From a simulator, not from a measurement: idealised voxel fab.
Module name: voxel plated lines (process module)
For reference, the cross-section in this document is cut, with width 225 nm and square cells of 5 nm.
How to read a cross-section here: the picture is a grid of square cells, written as bands going from the top down, and any band can span one or more rows of cells.
In this notation a band is specified by the heights of its top and bottom, in that order and in nm, after which its materials appear from left to right, each paired with its width in nm. The word "all across" attached to a single material means that material fills the band from edge to edge; the word "empty" stands for empty space.
Below 0: as-received wafer, all one material; heights counted from there. Lowest band: no bottom, goes on down, written "from 0 down".
It should be noted that a width expressed as "30 to 40" varies in equal increments from row to row of cells within the band, taking the value of the first number at the top row and that of the second number at the bottom row.
"identical to before" for a step: no cell of the cross-section changed in that step.
Any empty space of 8 cells or more lacking an open way to the top shows up in "Closed void table" as width x height at distance, distance from the left edge, in nm.
What comes after the settings on a step's line is commentary from the simulator itself on that step.
overlay nm: right-of-plan distance of the mask on a masked step; negative values mean left-of-plan.

Process steps foreseen in the plan
1 RECEIVE [material Si]
2 CONFORMAL_DEP [material Al2O3] [thk nm 5]
3 DIRECTIONAL_DEP [material TiN] [thk nm 5]
4 PATTERN [tone open] [mask id LINES] [material resist] [width nm 20] [pitch nm 45] [thk nm 30] [overlay nm 0]
5 EPI [material Ru] [thk nm 5]
6 EPI [material Ru] [thk nm 5]
7 STRIP [etch materials resist]
8 DIRECTIONAL_ETCH [etch materials TiN] [depth nm 5]
9 CONFORMAL_DEP [material SiN] [thk nm 10]

Cross-section of the wafer upon arrival, representing the state reached after step 1
- from 0 down | Si all across
- Closed void table: none

As-planned run: cross-section of the first of two wafers at end of module
- from 30 to 20 | 70 empty  40 SiN  5 empty  40 SiN  70 empty
- from 20 to 15 | 70 empty  10 SiN  20 Ru  10 SiN  5 empty  10 SiN  20 Ru  10 SiN  70 empty
- from 15 to 10 | 80 SiN  20 Ru  25 SiN  20 Ru  80 SiN
- from 10 to 5 | 80 SiN  20 TiN  25 SiN  20 TiN  80 SiN
- from 5 to 0 | Al2O3 all across
- from 0 down | Si all across
- Closed void table: none

Presented here is a cross-section of the second of the two wafers as it stood at the end of the module. It was started in the same manner and assigned the same plan as the first wafer; however, one mistake was made in its execution
- from 30 to 20 | 70 empty  40 TiN  5 empty  40 TiN  70 empty
- from 20 to 15 | 70 empty  10 TiN  20 Ru  10 TiN  5 empty  10 TiN  20 Ru  10 TiN  70 empty
- from 15 to 10 | 80 TiN  20 Ru  25 TiN  20 Ru  80 TiN
- from 10 to 5 | TiN all across
- from 5 to 0 | Al2O3 all across
- from 0 down | Si all across
- Closed void table: none
Want to know what went wrong? it should be noted that step 9 was executed with settings other than those planned, the operation and settings actually applied being CONFORMAL_DEP [material TiN] [thk nm 10]
Once processing is complete, comparing cell counts shows that the second wafer has more or fewer of certain materials than the first: SiN: 114 fewer | TiN: 114 more
